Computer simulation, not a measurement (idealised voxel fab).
Process module name: voxel capacitor over wiring
Section cut is 235 nm wide and gridded with 5 nm square cells.
Reading order for cross-sections: top band down to bottom band. Underlying form: a grid of square cells. Band size: one or more rows of cells.
Read a band's entry like this: the first values are the height of its top and the height of its bottom in nm, and what follows is the sequence of materials from left to right, each with its width in nm. Note that "air" is empty space, and that a single material marked "full width" reaches across the band from edge to edge.
Note: height 0 marks the level under which the wafer is uniformly one material as received. Lowest band unbounded below, written "0 and below".
Width "30 to 40": first value at the band's top row of cells, second value at its bottom row, equal change from row to row.
Where the words "left unchanged" appear for a step, the cross-section shows no cell changed by that step; every cell remained as before.
"Internal closed voids": empty spaces of 8 cells or more with no open way to the top, each given as width x height at distance, distance from the left edge, all in nm.
Step line, after settings: the simulator's comment on this step.
The optional step-line setting "overlay nm" applies to steps with a mask and quantifies how far to the right of its planned location the mask lay, a negative value indicating leftward placement.
So here's the lineup of process steps we planned:
1) RECEIVE: material Si
2) CONFORMAL_DEP: material SiO2, thk nm 10
3) CONFORMAL_DEP: material SiCN, thk nm 5
4) DIRECTIONAL_DEP: material lowk, thk nm 20
5) DIRECTIONAL_DEP: material aC, thk nm 15
6) PATTERN: tone open, mask id METAL_1, material resist, width nm 30, pitch nm 85, thk nm 30, overlay nm 0
7) DIRECTIONAL_ETCH: etch materials aC, depth nm 15
8) STRIP: etch materials resist
9) DIRECTIONAL_ETCH: etch materials lowk, depth nm 20
10) DIRECTIONAL_ETCH: etch materials SiCN, depth nm 5
11) STRIP: etch materials aC
12) CONFORMAL_DEP: material TiN, thk nm 5
13) FILL_DEP: material Ru, thk nm 10
14) CMP: height nm 35
15) CONFORMAL_DEP: material SiCN, thk nm 5
16) DIRECTIONAL_DEP: material lowk, thk nm 10
17) MASKED_ETCH: tone open, mask id PLUG_1, width nm 15, etch materials lowk, depth nm 10, overlay nm 0
18) MASKED_ETCH: tone open, mask id PLUG_1, width nm 15, etch materials SiCN, depth nm 5, overlay nm 0
19) EPI: material Ru, thk nm 10
20) EPI: material Ru, thk nm 5
21) DIRECTIONAL_DEP: material TiN, thk nm 10
22) DIRECTIONAL_DEP: material HfO2, thk nm 5
23) DIRECTIONAL_DEP: material TiN, thk nm 5
24) PATTERN: tone cover, mask id UPPER_PLATE, material resist, width nm 60, thk nm 15, overlay nm 0
25) DIRECTIONAL_ETCH: etch materials TiN, depth nm 5
26) DIRECTIONAL_ETCH: etch materials HfO2, depth nm 5
27) STRIP: etch materials resist
28) PATTERN: tone cover, mask id LOWER_PLATE, material resist, width nm 70, thk nm 20, overlay nm 0
29) DIRECTIONAL_ETCH: etch materials TiN, depth nm 10
30) STRIP: etch materials resist
31) FILL_DEP: material SiO2, thk nm 20
32) CMP: height nm 85
33) DIRECTIONAL_DEP: material aC, thk nm 10
34) PATTERN: tone open, mask id PLUG_2, material resist, width nm 15, thk nm 30, overlay nm 0
35) DIRECTIONAL_ETCH: etch materials aC, depth nm 10
36) STRIP: etch materials resist
37) DIRECTIONAL_ETCH: etch materials SiO2, depth nm 15
38) STRIP: etch materials aC
39) CONFORMAL_DEP: material TiN, thk nm 5
40) FILL_DEP: material Cu, thk nm 5
41) CMP: height nm 85
42) CONFORMAL_DEP: material SiN, thk nm 5
Wafer as received: cross-section following step 1:
* 0 and below  Si full width
* Internal closed voids: none
Cross-sectional image of the first of two wafers at the end of the module, the run having proceeded as planned:
* 90 down to 85  SiN full width
* 85 down to 75  SiO2 85 nm; TiN 5 nm; Cu 5 nm; TiN 5 nm; SiO2 135 nm
* 75 down to 65  SiO2 85 to 75 nm; TiN 15 to 60 nm; SiO2 135 to 100 nm
* 65 down to 60  SiO2 75 nm; HfO2 60 nm; SiO2 100 nm
* 60 down to 50  SiO2 70 nm; TiN 70 nm; SiO2 95 nm
* 50 down to 40  lowk 75 nm; Ru 15 nm; lowk 145 nm
* 40 down to 35  SiCN 75 nm; Ru 15 nm; SiCN 145 nm
* 35 down to 15  lowk 60 nm; TiN 5 nm; Ru 20 nm; TiN 5 nm; lowk 55 nm; TiN 5 nm; Ru 20 nm; TiN 5 nm; lowk 60 nm
* 15 down to 10  SiCN 60 nm; TiN 30 nm; SiCN 55 nm; TiN 30 nm; SiCN 60 nm
* 10 down to 0  SiO2 full width
* 0 and below  Si full width
* Internal closed voids: none
Here is the second of the two wafers cut open at the end of the module - same start, same plan as the first one, but we made one mistake running it:
* 90 down to 85  SiN full width
* 85 down to 75  SiO2 85 nm; TiN 5 nm; Cu 5 nm; TiN 5 nm; SiO2 135 nm
* 75 down to 65  SiO2 85 to 75 nm; TiN 15 to 60 nm; SiO2 135 to 100 nm
* 65 down to 60  SiO2 75 nm; HfO2 60 nm; SiO2 100 nm
* 60 down to 50  SiO2 70 nm; TiN 70 nm; SiO2 95 nm
* 50 down to 40  lowk 85 nm; Ru 15 nm; lowk 135 nm
* 40 down to 35  SiCN 85 nm; Ru 5 nm; SiCN 145 nm
* 35 down to 15  lowk 60 nm; TiN 5 nm; Ru 20 nm; TiN 5 nm; lowk 55 nm; TiN 5 nm; Ru 20 nm; TiN 5 nm; lowk 60 nm
* 15 down to 10  SiCN 60 nm; TiN 30 nm; SiCN 55 nm; TiN 30 nm; SiCN 60 nm
* 10 down to 0  SiO2 full width
* 0 and below  Si full width
* Internal closed voids: none
Where did the run depart from the plan? step 17 went in with a setting other than planned; the actual run was MASKED_ETCH: tone open, mask id PLUG_1, width nm 15, etch materials lowk, depth nm 10, overlay nm 10
It is noted that, at the conclusion of processing, the second wafer exhibits a higher or lower cell count for certain materials relative to the first: Ru: 2 fewer; SiCN: 2 more
